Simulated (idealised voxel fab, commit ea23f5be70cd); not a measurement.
Process module name: voxel transistor to metal
Section cut is 290 nm wide and gridded with 5 nm square cells.
The cross-sections in this document take the form of a grid made of square cells. They are written out as bands, in order from top to bottom. Each band consists of one or more rows of cells. What a band's entry tells you: where the top is and where the bottom is, as heights in nm, and after that what lies inside, material by material from left to right, each with its width in nm. Empty space is written as the word "blank", and a single material marked with the word "edge to edge" occupies the band from edge to edge. Height reference: 0 = level under which incoming wafer is all one material. Lowest band: no bottom, runs on downward, e.g. "from 0 down". Width spec "30->40" -> top row of cells at first value, bottom row at second value, equal per-row change in between. Given "stayed the same" for a step, no cell of the cross-section differs between before and after that step. The entry "Sealed void inventory" lists the empty spaces that cover at least 8 cells and have no open path to the top. Each is written as width x height at distance, where the distance is measured from the left edge and all three values are in nm. On a step's line, text after the settings is the simulator commenting on that step. The "overlay nm" setting may appear on a step's line; for a step that uses a mask, it gives how far to the right of its planned position the mask lay, and a negative value indicates the left.
**Intended process steps**
- 1: RECEIVE (material Si)
- 2: OXIDIZE (depth nm 5)
- 3: CONFORMAL_DEP (material SiN; thk nm 10)
- 4: PATTERN (tone cover; mask id ACTIVE; material resist; width nm 95; pitch nm 115; thk nm 20; overlay nm 0)
- 5: DIRECTIONAL_ETCH (etch materials SiN; depth nm 10)
- 6: DIRECTIONAL_ETCH (etch materials SiO2; depth nm 5)
- 7: DIRECTIONAL_ETCH (etch materials Si; depth nm 35)
- 8: STRIP (etch materials resist)
- 9: FILL_DEP (material SiO2; thk nm 10)
- 10: CMP (height nm 10)
- 11: SELECTIVE_ETCH (etch materials SiO2; depth nm 10)
- 12: STRIP (etch materials SiN)
- 13: SELECTIVE_ETCH (etch materials SiO2; depth nm 5)
- 14: OXIDIZE (depth nm 5)
- 15: DIRECTIONAL_DEP (material polySi; thk nm 30)
- 16: DIRECTIONAL_DEP (material SiCN; thk nm 10)
- 17: DIRECTIONAL_DEP (material aC; thk nm 15)
- 18: PATTERN (tone cover; mask id GATE; material resist; width nm 25; pitch nm 115; thk nm 35; overlay nm 0)
- 19: DIRECTIONAL_ETCH (etch materials aC; depth nm 15)
- 20: STRIP (etch materials resist)
- 21: DIRECTIONAL_ETCH (etch materials SiCN; depth nm 20)
- 22: DIRECTIONAL_ETCH (etch materials polySi; depth nm 40)
- 23: STRIP (etch materials aC)
- 24: CONFORMAL_DEP (material SiO2; thk nm 5)
- 25: DIRECTIONAL_ETCH (etch materials SiO2; depth nm 5)
- 26: CONFORMAL_DEP (material SiN; thk nm 10)
- 27: DIRECTIONAL_ETCH (etch materials SiN; depth nm 10)
- 28: DIRECTIONAL_ETCH (etch materials SiO2; depth nm 5)
- 29: DIRECTIONAL_ETCH (etch materials Si; depth nm 15)
- 30: EPI (material nSi; thk nm 20)
- 31: FILL_DEP (material SiO2; thk nm 10)
- 32: CMP (height nm 25)
- 33: STRIP (etch materials polySi)
- 34: SELECTIVE_ETCH (etch materials SiO2; depth nm 5)
- 35: CONFORMAL_DEP (material HfO2; thk nm 5)
- 36: CONFORMAL_DEP (material TiN; thk nm 5)
- 37: FILL_DEP (material W; thk nm 5)
- 38: CMP (height nm 20)
- 39: DIRECTIONAL_DEP (material SiO2; thk nm 10)
- 40: PATTERN (tone open; mask id CONTACT; material resist; width nm 15; thk nm 15; overlay nm 0)
- 41: DIRECTIONAL_ETCH (etch materials SiO2; depth nm 20)
- 42: STRIP (etch materials resist)
- 43: CONFORMAL_DEP (material TiN; thk nm 5)
- 44: FILL_DEP (material W; thk nm 5)
- 45: CMP (height nm 30)
- 46: CONFORMAL_DEP (material SiN; thk nm 5)
- 47: DIRECTIONAL_DEP (material lowk; thk nm 20)
- 48: MASKED_ETCH (tone open; mask id METAL_1; width nm 15; etch materials lowk; depth nm 20; overlay nm 0)
- 49: MASKED_ETCH (tone open; mask id METAL_1; width nm 15; etch materials SiN; depth nm 5; overlay nm 0)
- 50: CONFORMAL_DEP (material TiN; thk nm 5)
- 51: FILL_DEP (material Ru; thk nm 10)
- 52: CMP (height nm 55)
- 53: CONFORMAL_DEP (material SiCN; thk nm 5)
- 54: DIRECTIONAL_DEP (material lowk; thk nm 25)
- 55: PATTERN (tone open; mask id METAL_2; material resist; width nm 15; pitch nm 115; thk nm 15; overlay nm 0)
- 56: DIRECTIONAL_ETCH (etch materials lowk; depth nm 15)
- 57: STRIP (etch materials resist)
- 58: DIRECTIONAL_DEP (material aC; thk nm 15)
- 59: PATTERN (tone open; mask id METAL_2_HOLES; material resist; width nm 15; pitch nm 115; thk nm 30; overlay nm 0)
- 60: DIRECTIONAL_ETCH (etch materials aC; depth nm 15)
- 61: STRIP (etch materials resist)
- 62: DIRECTIONAL_ETCH (etch materials lowk; depth nm 10)
- 63: DIRECTIONAL_ETCH (etch materials SiCN; depth nm 5)
- 64: STRIP (etch materials aC)
- 65: CONFORMAL_DEP (material TiN; thk nm 5)
- 66: FILL_DEP (material Ru; thk nm 5)
- 67: CMP (height nm 85)
- 68: CONFORMAL_DEP (material SiCN; thk nm 5)
**Wafer as received: cross-section following step 1**
  from 0 down | Si edge to edge
  Sealed void inventory: none
**Same starting wafer, same plan as above, one mistake in the execution; this is the cross-section at the end of the module**
  from 90 to 85 | SiCN edge to edge
  from 85 to 75 | lowk=45; TiN=5; Ru=10->5; TiN=5->10; lowk=95; TiN=5; Ru=10->5; TiN=5->10; lowk=110
  from 75 to 60 | lowk=45; TiN=5; Ru=5; TiN=5; lowk=100; TiN=5; Ru=5; TiN=5; lowk=115
  from 60 to 55 | SiCN=45; TiN=15; SiCN=100; TiN=15; SiCN=115
  from 55 to 35 | lowk=45; TiN=5; Ru=5; TiN=5; lowk=55; TiN=5; Ru=5; TiN=5; lowk=30; TiN=5; Ru=5; TiN=5; lowk=55; TiN=5; Ru=5; TiN=5; lowk=45
  from 35 to 30 | SiN=45; TiN=15; SiN=55; TiN=15; SiN=30; TiN=15; SiN=55; TiN=15; SiN=45
  from 30 to 20 | SiO2=45; TiN=5; W=5; TiN=5; SiO2=55; TiN=5; W=5; TiN=5; SiO2=30; TiN=5; W=5; TiN=5; SiO2=55; TiN=5; W=5; TiN=5; SiO2=45
  from 20 to 15 | SiO2=45; TiN=5; W=5; TiN=5; SiN=10; HfO2=5; TiN=5; W=15; TiN=5; HfO2=5; SiN=10; TiN=5; W=5; TiN=5; SiO2=30; TiN=5; W=5; TiN=5; SiN=10; HfO2=5; TiN=5; W=15; TiN=5; HfO2=5; SiN=10; TiN=5; W=5; TiN=5; SiO2=45
  from 15 to 10 | SiO2=45; TiN=15; SiN=10; HfO2=5; TiN=5; W=15; TiN=5; HfO2=5; SiN=10; TiN=15; SiO2=30; TiN=15; SiN=10; HfO2=5; TiN=5; W=15; TiN=5; HfO2=5; SiN=10; TiN=15; SiO2=45
  from 10 to 0 | SiO2=40; nSi=20; SiN=10; HfO2=5; TiN=5; W=15; TiN=5; HfO2=5; SiN=10; nSi=20; SiO2=20; nSi=20; SiN=10; HfO2=5; TiN=5; W=15; TiN=5; HfO2=5; SiN=10; nSi=20; SiO2=40
  from 0 to -5 | SiO2=40; nSi=20; SiN=10; HfO2=5; TiN=25; HfO2=5; SiN=10; nSi=20; SiO2=20; nSi=20; SiN=10; HfO2=5; TiN=25; HfO2=5; SiN=10; nSi=20; SiO2=40
  from -5 to -10 | SiO2=35; nSi=25; SiO2=10; HfO2=35; SiO2=10; nSi=25; SiO2=10; nSi=25; SiO2=10; HfO2=35; SiO2=10; nSi=25; SiO2=35
  from -10 to -25 | SiO2=40; nSi=20; Si=55; nSi=20; SiO2=20; nSi=20; Si=55; nSi=20; SiO2=40
  from -25 to -40 | SiO2=40; Si=95; SiO2=20; Si=95; SiO2=40
  from -40 down | Si edge to edge
  Sealed void inventory: none
Run error: step 59 off recipe, ran as PATTERN (tone open; mask id METAL_2_HOLES; material resist; width nm 20; pitch nm 115; thk nm 30; overlay nm 0)
